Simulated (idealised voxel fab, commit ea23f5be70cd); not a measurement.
The following is a process module called voxel capacitor over wiring.
Section cut is 300 nm wide and gridded with 5 nm square cells.
Bands, listed from the top down, are how a cross-section gets written in this document; the cross-section itself is a grid of square cells, and a band is one or more rows of them. For a band, the entry starts with two heights in nm, that of the top and then that of the bottom, and carries on with the band's materials in order from left to right, each alongside its width in nm; the word "all across" beside a single material means it fills the band edge to edge, and "air" means empty space. Height 0 is the level under which the wafer as received is all one material. The lowest band goes on downwards, as in "0 down". A width given as "30..40" starts at the first number in the band's top row and ends at the second number in its bottom row, shifting by an equal amount at every step from row to row. "no modification" means the step left every cell of the cross-section as it was. Entry "Unvented internal voids". Content: empty spaces with no open connection to the top, size 8 cells or greater. Each: width x height at distance. Distance: from left edge. Unit: nm. Note: text after step settings on the step line = simulator remark on that step. For masked steps, "overlay nm" on the step line gives how far right of plan the mask actually lay; a minus sign means it lay to the left.

**Planned process steps**
- 1: RECEIVE with material Si
- 2: CONFORMAL_DEP with material SiO2, thk nm 15
- 3: CONFORMAL_DEP with material SiN, thk nm 5
- 4: DIRECTIONAL_DEP with material lowk, thk nm 20
- 5: PATTERN with tone open, mask id METAL_1, material resist, width nm 20, pitch nm 90, thk nm 20, overlay nm 0
- 6: DIRECTIONAL_ETCH with etch materials lowk, depth nm 20
- 7: DIRECTIONAL_ETCH with etch materials SiN, depth nm 5
- 8: STRIP with etch materials resist
- 9: CONFORMAL_DEP with material TiN, thk nm 5
- 10: FILL_DEP with material Cu, thk nm 5
- 11: CMP with height nm 40
- 12: CONFORMAL_DEP with material SiCN, thk nm 5
- 13: DIRECTIONAL_DEP with material lowk, thk nm 20
- 14: PATTERN with tone open, mask id PLUG_1, material resist, width nm 15, thk nm 20, overlay nm 0
- 15: DIRECTIONAL_ETCH with etch materials lowk, depth nm 20
- 16: DIRECTIONAL_ETCH with etch materials SiCN, depth nm 5
- 17: STRIP with etch materials resist
- 18: CONFORMAL_DEP with material TiN, thk nm 5
- 19: FILL_DEP with material Ru, thk nm 10
- 20: CMP with height nm 65
- 21: DIRECTIONAL_DEP with material TiN, thk nm 5
- 22: DIRECTIONAL_DEP with material HfO2, thk nm 5
- 23: DIRECTIONAL_DEP with material TiN, thk nm 5
- 24: DIRECTIONAL_DEP with material aC, thk nm 15
- 25: PATTERN with tone cover, mask id UPPER_PLATE, material resist, width nm 75, thk nm 35, overlay nm 0
- 26: DIRECTIONAL_ETCH with etch materials aC, depth nm 15
- 27: STRIP with etch materials resist
- 28: DIRECTIONAL_ETCH with etch materials TiN, depth nm 5
- 29: DIRECTIONAL_ETCH with etch materials HfO2, depth nm 5
- 30: STRIP with etch materials aC
- 31: MASKED_ETCH with tone cover, mask id LOWER_PLATE, width nm 85, etch materials TiN, depth nm 5, overlay nm 0
- 32: FILL_DEP with material SiO2, thk nm 15
- 33: CMP with height nm 90
- 34: MASKED_ETCH with tone open, mask id PLUG_2, width nm 15, etch materials SiO2, depth nm 10, overlay nm 0
- 35: CONFORMAL_DEP with material TiN, thk nm 5
- 36: FILL_DEP with material Cu, thk nm 10
- 37: CMP with height nm 90
- 38: CONFORMAL_DEP with material SiCN, thk nm 5

**First out of two wafers; run went to plan**

**Cross-section of the incoming wafer, state after step 1**
- 0 down  Si all across
- Unvented internal voids: none

**State of the wafer after step 2, shown in cross-section**
- 15 to 0  SiO2 all across
- Below 0, no change.

**State of the wafer after step 3, shown in cross-section**
- 20 to 15  SiN all across
- Below 15, no change.

**State of the wafer after step 4, shown in cross-section**
- 40 to 20  lowk all across
- Below 20, no change.

**State of the wafer after step 5, shown in cross-section**
- 60 to 40  resist 95 nm; air 20 nm; resist 70 nm; air 20 nm; resist 95 nm
- Below 40, no change.

**State of the wafer after step 6, shown in cross-section**
- 60 to 40  resist 95 nm; air 20 nm; resist 70 nm; air 20 nm; resist 95 nm
- 40 to 20  lowk 95 nm; air 20 nm; lowk 70 nm; air 20 nm; lowk 95 nm
- Below 20, no change.

**State of the wafer after step 7, shown in cross-section**
- 60 to 40  resist 95 nm; air 20 nm; resist 70 nm; air 20 nm; resist 95 nm
- 40 to 20  lowk 95 nm; air 20 nm; lowk 70 nm; air 20 nm; lowk 95 nm
- 20 to 15  SiN 95 nm; air 20 nm; SiN 70 nm; air 20 nm; SiN 95 nm
- Below 15, no change.

**State of the wafer after step 8, shown in cross-section**
- 40 to 20  lowk 95 nm; air 20 nm; lowk 70 nm; air 20 nm; lowk 95 nm
- Below 20, no change.

**State of the wafer after step 9, shown in cross-section**
- 45 to 40  TiN 100 nm; air 10 nm; TiN 80 nm; air 10 nm; TiN 100 nm
- 40 to 20  lowk 95 nm; TiN 5 nm; air 10 nm; TiN 5 nm; lowk 70 nm; TiN 5 nm; air 10 nm; TiN 5 nm; lowk 95 nm
- 20 to 15  SiN 95 nm; TiN 20 nm; SiN 70 nm; TiN 20 nm; SiN 95 nm
- Below 15, no change.

**State of the wafer after step 10, shown in cross-section**
- 50 to 45  Cu all across
- 45 to 40  TiN 100 nm; Cu 10 nm; TiN 80 nm; Cu 10 nm; TiN 100 nm
- 40 to 20  lowk 95 nm; TiN 5 nm; Cu 10 nm; TiN 5 nm; lowk 70 nm; TiN 5 nm; Cu 10 nm; TiN 5 nm; lowk 95 nm
- Below 20, no change.

**State of the wafer after step 11, shown in cross-section**
- 40 to 20  lowk 95 nm; TiN 5 nm; Cu 10 nm; TiN 5 nm; lowk 70 nm; TiN 5 nm; Cu 10 nm; TiN 5 nm; lowk 95 nm
- Below 20, no change.

**State of the wafer after step 12, shown in cross-section**
- 45 to 40  SiCN all across
- Below 40, no change.

**State of the wafer after step 13, shown in cross-section**
- 65 to 45  lowk all across
- Below 45, no change.

**State of the wafer after step 14, shown in cross-section**
- 85 to 65  resist 100 nm; air 15 nm; resist 185 nm
- Below 65, no change.

**State of the wafer after step 15, shown in cross-section**
- 85 to 65  resist 100 nm; air 15 nm; resist 185 nm
- 65 to 45  lowk 100 nm; air 15 nm; lowk 185 nm
- Below 45, no change.

**State of the wafer after step 16, shown in cross-section**
- 85 to 65  resist 100 nm; air 15 nm; resist 185 nm
- 65 to 45  lowk 100 nm; air 15 nm; lowk 185 nm
- 45 to 40  SiCN 100 nm; air 15 nm; SiCN 185 nm
- Below 40, no change.

**State of the wafer after step 17, shown in cross-section**
- 65 to 45  lowk 100 nm; air 15 nm; lowk 185 nm
- Below 45, no change.

**State of the wafer after step 18, shown in cross-section**
- 70 to 65  TiN 105 nm; air 5 nm; TiN 190 nm
- 65 to 45  lowk 100 nm; TiN 5 nm; air 5 nm; TiN 5 nm; lowk 185 nm
- 45 to 40  SiCN 100 nm; TiN 15 nm; SiCN 185 nm
- Below 40, no change.

**State of the wafer after step 19, shown in cross-section**
- 80 to 70  Ru all across
- 70 to 65  TiN 105 nm; Ru 5 nm; TiN 190 nm
- 65 to 45  lowk 100 nm; TiN 5 nm; Ru 5 nm; TiN 5 nm; lowk 185 nm
- Below 45, no change.

**State of the wafer after step 20, shown in cross-section**
- 65 to 45  lowk 100 nm; TiN 5 nm; Ru 5 nm; TiN 5 nm; lowk 185 nm
- Below 45, no change.

**State of the wafer after step 21, shown in cross-section**
- 70 to 65  TiN all across
- Below 65, no change.

**State of the wafer after step 22, shown in cross-section**
- 75 to 70  HfO2 all across
- Below 70, no change.

**State of the wafer after step 23, shown in cross-section**
- 80 to 75  TiN all across
- Below 75, no change.

**State of the wafer after step 24, shown in cross-section**
- 95 to 80  aC all across
- Below 80, no change.

**State of the wafer after step 25, shown in cross-section**
- 130 to 95  air 100 nm; resist 75 nm; air 125 nm
- Below 95, no change.

**State of the wafer after step 26, shown in cross-section**
- 115 to 95  air 100 nm; resist 75 nm; air 125 nm
- 95 to 80  air 100 nm; aC 75 nm; air 125 nm
- Below 80, no change.

**State of the wafer after step 27, shown in cross-section**
- 95 to 80  air 100 nm; aC 75 nm; air 125 nm
- Below 80, no change.

**State of the wafer after step 28, shown in cross-section**
- 95 to 80  air 100 nm; aC 75 nm; air 125 nm
- 80 to 75  air 100 nm; TiN 75 nm; air 125 nm
- Below 75, no change.

**State of the wafer after step 29, shown in cross-section**
- 95 to 80  air 100 nm; aC 75 nm; air 125 nm
- 80 to 75  air 100 nm; TiN 75 nm; air 125 nm
- 75 to 70  air 100 nm; HfO2 75 nm; air 125 nm
- Below 70, no change.

**State of the wafer after step 30, shown in cross-section**
- 80 to 75  air 100 nm; TiN 75 nm; air 125 nm
- Below 75, no change.

**State of the wafer after step 31, shown in cross-section**
- 80 to 75  air 100 nm; TiN 75 nm; air 125 nm
- 75 to 70  air 100 nm; HfO2 75 nm; air 125 nm
- 70 to 65  air 95 nm; TiN 85 nm; air 120 nm
- Below 65, no change.

**State of the wafer after step 32, shown in cross-section**
- 95 to 80  SiO2 all across
- 80 to 75  SiO2 100 nm; TiN 75 nm; SiO2 125 nm
- 75 to 70  SiO2 100 nm; HfO2 75 nm; SiO2 125 nm
- 70 to 65  SiO2 95 nm; TiN 85 nm; SiO2 120 nm
- Below 65, no change.

**State of the wafer after step 33, shown in cross-section**
- 90 to 80  SiO2 all across
- Below 80, no change.

**State of the wafer after step 34, shown in cross-section**
- 90 to 80  SiO2 110 nm; air 15 nm; SiO2 175 nm
- Below 80, no change.

**State of the wafer after step 35, shown in cross-section**
- 95 to 90  TiN 115 nm; air 5 nm; TiN 180 nm
- 90 to 85  SiO2 110 nm; TiN 5 nm; air 5 nm; TiN 5 nm; SiO2 175 nm
- 85 to 75  SiO2 110..100 nm; TiN 15..75 nm; SiO2 175..125 nm
- Below 75, no change.

**State of the wafer after step 36, shown in cross-section**
- 105 to 95  Cu all across
- 95 to 90  TiN 115 nm; Cu 5 nm; TiN 180 nm
- 90 to 85  SiO2 110 nm; TiN 5 nm; Cu 5 nm; TiN 5 nm; SiO2 175 nm
- Below 85, no change.

**State of the wafer after step 37, shown in cross-section**
- 90 to 85  SiO2 110 nm; TiN 5 nm; Cu 5 nm; TiN 5 nm; SiO2 175 nm
- Below 85, no change.

**State of the wafer after step 38, shown in cross-section**
- 95 to 90  SiCN all across
- Below 90, no change.

**Second wafer: same start and same plan as the first, one execution error; identical to the first through step 2**

Second wafer, cut view, end of step 3 per plan: no modification

**Second wafer, cut view, end of step 4 per plan**
- 35 to 15  lowk all across
- Below 15, no change.

**Second wafer, cut view, end of step 5 per plan**
- 55 to 35  resist 95 nm; air 20 nm; resist 70 nm; air 20 nm; resist 95 nm
- Below 35, no change.

**Second wafer, cut view, end of step 6 per plan**
- 55 to 35  resist 95 nm; air 20 nm; resist 70 nm; air 20 nm; resist 95 nm
- 35 to 15  lowk 95 nm; air 20 nm; lowk 70 nm; air 20 nm; lowk 95 nm
- Below 15, no change.

Second wafer, cut view, end of step 7 per plan: no modification

**Second wafer, cut view, end of step 8 per plan**
- 35 to 15  lowk 95 nm; air 20 nm; lowk 70 nm; air 20 nm; lowk 95 nm
- Below 15, no change.

**Second wafer, cut view, end of step 9 per plan**
- 40 to 35  TiN 100 nm; air 10 nm; TiN 80 nm; air 10 nm; TiN 100 nm
- 35 to 20  lowk 95 nm; TiN 5 nm; air 10 nm; TiN 5 nm; lowk 70 nm; TiN 5 nm; air 10 nm; TiN 5 nm; lowk 95 nm
- 20 to 15  lowk 95 nm; TiN 20 nm; lowk 70 nm; TiN 20 nm; lowk 95 nm
- Below 15, no change.

**Second wafer, cut view, end of step 10 per plan**
- 45 to 40  Cu all across
- 40 to 35  TiN 100 nm; Cu 10 nm; TiN 80 nm; Cu 10 nm; TiN 100 nm
- 35 to 20  lowk 95 nm; TiN 5 nm; Cu 10 nm; TiN 5 nm; lowk 70 nm; TiN 5 nm; Cu 10 nm; TiN 5 nm; lowk 95 nm
- Below 20, no change.

**Second wafer, cut view, end of step 11 per plan**
- 40 to 35  TiN 100 nm; Cu 10 nm; TiN 80 nm; Cu 10 nm; TiN 100 nm
- Below 35, no change.

**Second wafer, cut view, end of step 12 per plan**
- 45 to 40  SiCN all across
- Below 40, no change.

**Second wafer, cut view, end of step 13 per plan**
- 65 to 45  lowk all across
- Below 45, no change.

**Second wafer, cut view, end of step 14 per plan**
- 85 to 65  resist 100 nm; air 15 nm; resist 185 nm
- Below 65, no change.

**Second wafer, cut view, end of step 15 per plan**
- 85 to 65  resist 100 nm; air 15 nm; resist 185 nm
- 65 to 45  lowk 100 nm; air 15 nm; lowk 185 nm
- Below 45, no change.

**Second wafer, cut view, end of step 16 per plan**
- 85 to 65  resist 100 nm; air 15 nm; resist 185 nm
- 65 to 45  lowk 100 nm; air 15 nm; lowk 185 nm
- 45 to 40  SiCN 100 nm; air 15 nm; SiCN 185 nm
- Below 40, no change.

**Second wafer, cut view, end of step 17 per plan**
- 65 to 45  lowk 100 nm; air 15 nm; lowk 185 nm
- Below 45, no change.

**Second wafer, cut view, end of step 18 per plan**
- 70 to 65  TiN 105 nm; air 5 nm; TiN 190 nm
- 65 to 45  lowk 100 nm; TiN 5 nm; air 5 nm; TiN 5 nm; lowk 185 nm
- 45 to 40  SiCN 100 nm; TiN 15 nm; SiCN 185 nm
- Below 40, no change.

**Second wafer, cut view, end of step 19 per plan**
- 80 to 70  Ru all across
- 70 to 65  TiN 105 nm; Ru 5 nm; TiN 190 nm
- 65 to 45  lowk 100 nm; TiN 5 nm; Ru 5 nm; TiN 5 nm; lowk 185 nm
- Below 45, no change.

**Second wafer, cut view, end of step 20 per plan**
- 65 to 45  lowk 100 nm; TiN 5 nm; Ru 5 nm; TiN 5 nm; lowk 185 nm
- Below 45, no change.

**Second wafer, cut view, end of step 21 per plan**
- 70 to 65  TiN all across
- Below 65, no change.

**Second wafer, cut view, end of step 22 per plan**
- 75 to 70  HfO2 all across
- Below 70, no change.

**Second wafer, cut view, end of step 23 per plan**
- 80 to 75  TiN all across
- Below 75, no change.

**Second wafer, cut view, end of step 24 per plan**
- 95 to 80  aC all across
- Below 80, no change.

**Second wafer, cut view, end of step 25 per plan**
- 130 to 95  air 100 nm; resist 75 nm; air 125 nm
- Below 95, no change.

**Second wafer, cut view, end of step 26 per plan**
- 115 to 95  air 100 nm; resist 75 nm; air 125 nm
- 95 to 80  air 100 nm; aC 75 nm; air 125 nm
- Below 80, no change.

**Second wafer, cut view, end of step 27 per plan**
- 95 to 80  air 100 nm; aC 75 nm; air 125 nm
- Below 80, no change.

**Second wafer, cut view, end of step 28 per plan**
- 95 to 80  air 100 nm; aC 75 nm; air 125 nm
- 80 to 75  air 100 nm; TiN 75 nm; air 125 nm
- Below 75, no change.

**Second wafer, cut view, end of step 29 per plan**
- 95 to 80  air 100 nm; aC 75 nm; air 125 nm
- 80 to 75  air 100 nm; TiN 75 nm; air 125 nm
- 75 to 70  air 100 nm; HfO2 75 nm; air 125 nm
- Below 70, no change.

**Second wafer, cut view, end of step 30 per plan**
- 80 to 75  air 100 nm; TiN 75 nm; air 125 nm
- Below 75, no change.

**Second wafer, cut view, end of step 31 per plan**
- 80 to 75  air 100 nm; TiN 75 nm; air 125 nm
- 75 to 70  air 100 nm; HfO2 75 nm; air 125 nm
- 70 to 65  air 95 nm; TiN 85 nm; air 120 nm
- Below 65, no change.

**Second wafer, cut view, end of step 32 per plan**
- 95 to 80  SiO2 all across
- 80 to 75  SiO2 100 nm; TiN 75 nm; SiO2 125 nm
- 75 to 70  SiO2 100 nm; HfO2 75 nm; SiO2 125 nm
- 70 to 65  SiO2 95 nm; TiN 85 nm; SiO2 120 nm
- Below 65, no change.

**Second wafer, cut view, end of step 33 per plan**
- 90 to 80  SiO2 all across
- Below 80, no change.

**Second wafer, cut view, end of step 34 per plan**
- 90 to 80  SiO2 110 nm; air 15 nm; SiO2 175 nm
- Below 80, no change.

**Second wafer, cut view, end of step 35 per plan**
- 95 to 90  TiN 115 nm; air 5 nm; TiN 180 nm
- 90 to 85  SiO2 110 nm; TiN 5 nm; air 5 nm; TiN 5 nm; SiO2 175 nm
- 85 to 75  SiO2 110..100 nm; TiN 15..75 nm; SiO2 175..125 nm
- Below 75, no change.

**Second wafer, cut view, end of step 36 per plan**
- 105 to 95  Cu all across
- 95 to 90  TiN 115 nm; Cu 5 nm; TiN 180 nm
- 90 to 85  SiO2 110 nm; TiN 5 nm; Cu 5 nm; TiN 5 nm; SiO2 175 nm
- Below 85, no change.

**Second wafer, cut view, end of step 37 per plan**
- 90 to 85  SiO2 110 nm; TiN 5 nm; Cu 5 nm; TiN 5 nm; SiO2 175 nm
- Below 85, no change.

**Second wafer, cut view, end of step 38 per plan**
- 95 to 90  SiCN all across
- Below 90, no change.
Processing error: step 3 of the plan got skipped, so it never ran
Materials where the second wafer ends with more or fewer cells than the first: SiN -52, TiN +52
